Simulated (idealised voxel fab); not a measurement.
Herein follows the process module entitled voxel trench capacitor.
The width of the displayed cross-section, cut, is 245 nm; its cells are square, with a size of 5 nm.
Cross-section = grid of square cells, listed top down in bands; band = one or more rows. Look at the band entry: it leads with the top's height and the bottom's height in nm. Then it lists the materials left to right, with a width in nm for each. The word "throughout" on a single material says that material fills the band edge to edge. The word "blank" is empty space. The level at which height equals 0 is the one under which the wafer, as it arrives, is entirely one material. No lower edge exists for the bottom band, which continues downward and is notated as in "0 -> down". Width "30..40": first value at the band's top row of cells, second value at its bottom row, equal change from row to row. No cell of the cross-section changed in a step that is given as "remained unchanged". "Enclosed internal cavities" - sealed voids, min. 8 cells, no opening to top; format: width x height at distance (distance from left edge; nm throughout). If you see something after the settings on a step's line, that's the simulator's own remark about that step. Among the settings permitted on a step's line is "overlay nm"; applied to a step with a mask, it specifies the extent to which the mask lay to the right of its planned position, whereas a negative figure signifies a position to the left.

### Here's what the planned process steps look like
- 1: RECEIVE [material Si]
- 2: CONFORMAL_DEP [material SiN] [thk nm 5]
- 3: DIRECTIONAL_DEP [material aC] [thk nm 15]
- 4: PATTERN [tone open] [mask id TRENCH] [material resist] [width nm 25] [pitch nm 50] [thk nm 30] [overlay nm 0]
- 5: DIRECTIONAL_ETCH [etch materials aC] [depth nm 15]
- 6: STRIP [etch materials resist]
- 7: DIRECTIONAL_ETCH [etch materials SiN] [depth nm 5]
- 8: DIRECTIONAL_ETCH [etch materials Si] [depth nm 25]
- 9: STRIP [etch materials aC]
- 10: CONFORMAL_DEP [material HfO2] [thk nm 5]
- 11: CONFORMAL_DEP [material TiN] [thk nm 5]
- 12: FILL_DEP [material W] [thk nm 5]
- 13: CMP [height nm 5]

### The cross-section here shows the wafer as received, i.e. in its state after step 1
* 0 -> down | Si throughout
* Enclosed internal cavities: none

### Below is the wafer in cross-section after the module was completed. It began from the starting point shown above and followed the plan shown above, except that one mistake was made while running it
* 5 -> 0 | SiN (60), HfO2 (5), TiN (5), W (5), TiN (5), HfO2 (5), SiN (25), HfO2 (5), TiN (5), W (5), TiN (5), HfO2 (5), SiN (25), HfO2 (5), TiN (5), W (5), TiN (5), HfO2 (5), SiN (60)
* 0 -> -40 | Si (60), HfO2 (5), TiN (5), W (5), TiN (5), HfO2 (5), Si (25), HfO2 (5), TiN (5), W (5), TiN (5), HfO2 (5), Si (25), HfO2 (5), TiN (5), W (5), TiN (5), HfO2 (5), Si (60)
* -40 -> -45 | Si (60), HfO2 (5), TiN (15), HfO2 (5), Si (25), HfO2 (5), TiN (15), HfO2 (5), Si (25), HfO2 (5), TiN (15), HfO2 (5), Si (60)
* -45 -> -50 | Si (60), HfO2 (25), Si (25), HfO2 (25), Si (25), HfO2 (25), Si (60)
* -50 -> down | Si throughout
* Enclosed internal cavities: none
Where did the run depart from the plan? plan step 8 ran twice
